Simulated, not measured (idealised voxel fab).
process module | voxel trench capacitor
cross-section cut | 160 nm wide | cells 5 nm
A cross-section is a grid of square cells, given in bands from the top down. A band is one or more rows of cells.
Each band's line starts with the height of the band's top and of its bottom, in nm. Then come its materials from left to right, each with its width in nm. One material with "throughout" fills the band from edge to edge. "air" is empty space.
Height 0 is the level under which the wafer as received is all one material. The lowest band goes on downwards, as in "0 down".
A width such as "30 to 40" changes by the same amount from each row of cells to the next, from the band's top row to its bottom row.
"no change" after a step means that no cell of the cross-section changed.
closed voids: empty space of 8 cells or more with no open way to the top, each as width x height at its distance from the left edge, in nm
after a step's settings: what the simulator itself notes on the step
overlay nm, on a step with a mask: how far to the right of its planned place the mask lay; to the left if negative
plan
1 op RECEIVE | material Si
2 op CONFORMAL_DEP | material SiN | thk nm 5
3 op PATTERN | tone open | mask id TRENCH | material resist | width nm 25 | pitch nm 40 | thk nm 15 | overlay nm 0
4 op DIRECTIONAL_ETCH | etch materials SiN | depth nm 5
5 op DIRECTIONAL_ETCH | etch materials Si | depth nm 25
6 op STRIP | etch materials resist
7 op CONFORMAL_DEP | material Al2O3 | thk nm 5
8 op CONFORMAL_DEP | material TiN | thk nm 5
9 op FILL_DEP | material W | thk nm 5
10 op CMP | height nm 5
as received, after step 1
  0 down: Si throughout
  closed voids: none
first wafer at the end, as planned
  5 to 0: SiN 45 | Al2O3 5 | TiN 5 | W 5 | TiN 5 | Al2O3 5 | SiN 15 | Al2O3 5 | TiN 5 | W 5 | TiN 5 | Al2O3 5 | SiN 50
  0 to -15: Si 45 | Al2O3 5 | TiN 5 | W 5 | TiN 5 | Al2O3 5 | Si 15 | Al2O3 5 | TiN 5 | W 5 | TiN 5 | Al2O3 5 | Si 50
  -15 to -20: Si 45 | Al2O3 5 | TiN 15 | Al2O3 5 | Si 15 | Al2O3 5 | TiN 15 | Al2O3 5 | Si 50
  -20 to -25: Si 45 | Al2O3 25 | Si 15 | Al2O3 25 | Si 50
  -25 down: Si throughout
  closed voids: none
second wafer at the end: like start, like plan, one mistake
  5 to 0: W 35 | TiN 5 | Al2O3 5 | SiN 25 | Al2O3 5 | TiN 5 | Al2O3 5 | SiN 25 | Al2O3 5 | TiN 5 | W 40
  0 to -15: W 35 | TiN 5 | Al2O3 5 | Si 25 | Al2O3 5 | TiN 5 | Al2O3 5 | Si 25 | Al2O3 5 | TiN 5 | W 40
  -15 to -20: TiN 40 | Al2O3 5 | Si 25 | Al2O3 5 | TiN 5 | Al2O3 5 | Si 25 | Al2O3 5 | TiN 45
  -20 to -25: Al2O3 45 | Si 25 | Al2O3 15 | Si 25 | Al2O3 50
  -25 down: Si throughout
  closed voids: none
what went wrong: step 3 ran as: op PATTERN | tone cover | mask id TRENCH | material resist | width nm 25 | pitch nm 40 | thk nm 15 | overlay nm 0
at the end the second wafer has, in cells: 12 more of Al2O3 | 60 fewer of Si | 12 fewer of SiN | 8 more of TiN | 52 more of W
